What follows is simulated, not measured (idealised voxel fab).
process module | voxel ribs on slabs
cross-section cut | 300 nm wide | cells 5 nm
A cross-section is a grid of square cells, given in bands from the top down. A band is one or more rows of cells.
Each band's line starts with the height of the band's top and of its bottom, in nm. Then come its materials from left to right, each with its width in nm. One material with "throughout" fills the band from edge to edge. "air" is empty space.
Height 0 is the level under which the wafer as received is all one material. The lowest band goes on downwards, as in "0 down".
A width such as "30 to 40" changes by the same amount from each row of cells to the next, from the band's top row to its bottom row.
"no change" after a step means that no cell of the cross-section changed.
closed voids: empty space of 8 cells or more with no open way to the top, each as width x height at its distance from the left edge, in nm
after a step's settings: what the simulator itself notes on the step
overlay nm, on a step with a mask: how far to the right of its planned place the mask lay; to the left if negative
plan
1 op RECEIVE | material Si
2 op DIRECTIONAL_DEP | material SiO2 | thk nm 20
3 op DIRECTIONAL_DEP | material SiN | thk nm 25
4 op DIRECTIONAL_DEP | material aC | thk nm 15
5 op PATTERN | tone cover | mask id RIB | material resist | width nm 15 | thk nm 30 | overlay nm 0
6 op DIRECTIONAL_ETCH | etch materials aC | depth nm 15
7 op STRIP | etch materials resist
8 op DIRECTIONAL_ETCH | etch materials SiN | depth nm 10
9 op STRIP | etch materials aC
10 op DIRECTIONAL_DEP | material aC | thk nm 10
11 op PATTERN | tone cover | mask id SLAB | material resist | width nm 55 | thk nm 30 | overlay nm 0
12 op DIRECTIONAL_ETCH | etch materials aC | depth nm 10
13 op STRIP | etch materials resist
14 op DIRECTIONAL_ETCH | etch materials SiN | depth nm 15
15 op STRIP | etch materials aC
16 op FILL_DEP | material SiO2 | thk nm 20
17 op CMP | height nm 55
18 op DIRECTIONAL_DEP | material W | thk nm 5
19 op DIRECTIONAL_DEP | material aC | thk nm 10
20 op PATTERN | tone cover | mask id HEATER | material resist | width nm 25 | thk nm 30 | overlay nm 0
21 op DIRECTIONAL_ETCH | etch materials aC | depth nm 10
22 op STRIP | etch materials resist
23 op DIRECTIONAL_ETCH | etch materials W | depth nm 5
24 op STRIP | etch materials aC
25 op CONFORMAL_DEP | material SiO2 | thk nm 10
as received, after step 1
  0 down: Si throughout
  closed voids: none
a wafer at the end: this start, this plan, one mistake
  70 to 65: air 125 | SiO2 45 | air 130
  65 to 60: SiO2 throughout
  60 to 55: SiO2 135 | W 25 | SiO2 140
  55 to 45: SiO2 throughout
  45 to 35: SiO2 135 | SiN 25 | SiO2 140
  35 to 20: SiO2 120 | SiN 55 | SiO2 125
  20 to 0: SiO2 throughout
  0 down: Si throughout
  closed voids: none
what went wrong: step 5 ran as: op PATTERN | tone cover | mask id RIB | material resist | width nm 25 | thk nm 30 | overlay nm 0
